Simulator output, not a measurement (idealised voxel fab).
process module | voxel ribs on slabs
cross-section cut | 215 nm wide | cells 5 nm
A cross-section is a grid of square cells, given in bands from the top down. A band is one or more rows of cells.
Each band's line starts with the height of the band's top and of its bottom, in nm. Then come its materials from left to right, each with its width in nm. One material with "throughout" fills the band from edge to edge. "air" is empty space.
Height 0 is the level under which the wafer as received is all one material. The lowest band goes on downwards, as in "0 down".
A width such as "30 to 40" changes by the same amount from each row of cells to the next, from the band's top row to its bottom row.
"no change" after a step means that no cell of the cross-section changed.
closed voids: empty space of 8 cells or more with no open way to the top, each as width x height at its distance from the left edge, in nm
after a step's settings: what the simulator itself notes on the step
overlay nm, on a step with a mask: how far to the right of its planned place the mask lay; to the left if negative
plan
1 op RECEIVE | material Si
2 op DIRECTIONAL_DEP | material SiO2 | thk nm 25
3 op DIRECTIONAL_DEP | material SiN | thk nm 25
4 op MASKED_ETCH | tone cover | mask id RIB | width nm 30 | etch materials SiN | depth nm 15 | overlay nm 0
5 op DIRECTIONAL_DEP | material aC | thk nm 15
6 op PATTERN | tone cover | mask id SLAB | material resist | width nm 60 | thk nm 35 | overlay nm 0
7 op DIRECTIONAL_ETCH | etch materials aC | depth nm 15
8 op STRIP | etch materials resist
9 op DIRECTIONAL_ETCH | etch materials SiN | depth nm 10
10 op STRIP | etch materials aC
11 op FILL_DEP | material SiO2 | thk nm 25
12 op CMP | height nm 70
13 op DIRECTIONAL_DEP | material W | thk nm 10
14 op PATTERN | tone cover | mask id HEATER | material resist | width nm 40 | thk nm 20 | overlay nm 0
15 op DIRECTIONAL_ETCH | etch materials W | depth nm 10
16 op STRIP | etch materials resist
17 op CONFORMAL_DEP | material SiO2 | thk nm 5
as received, after step 1
  0 down: Si throughout
  closed voids: none
a wafer at the end: this start, this plan, one mistake
  85 to 80: SiO2 throughout
  80 to 70: aC throughout
  70 to 50: SiO2 throughout
  50 to 35: SiO2 90 | SiN 30 | SiO2 95
  35 to 25: SiO2 75 | SiN 60 | SiO2 80
  25 to 0: SiO2 throughout
  0 down: Si throughout
  closed voids: none
what went wrong: step 13 ran as: op DIRECTIONAL_DEP | material aC | thk nm 10
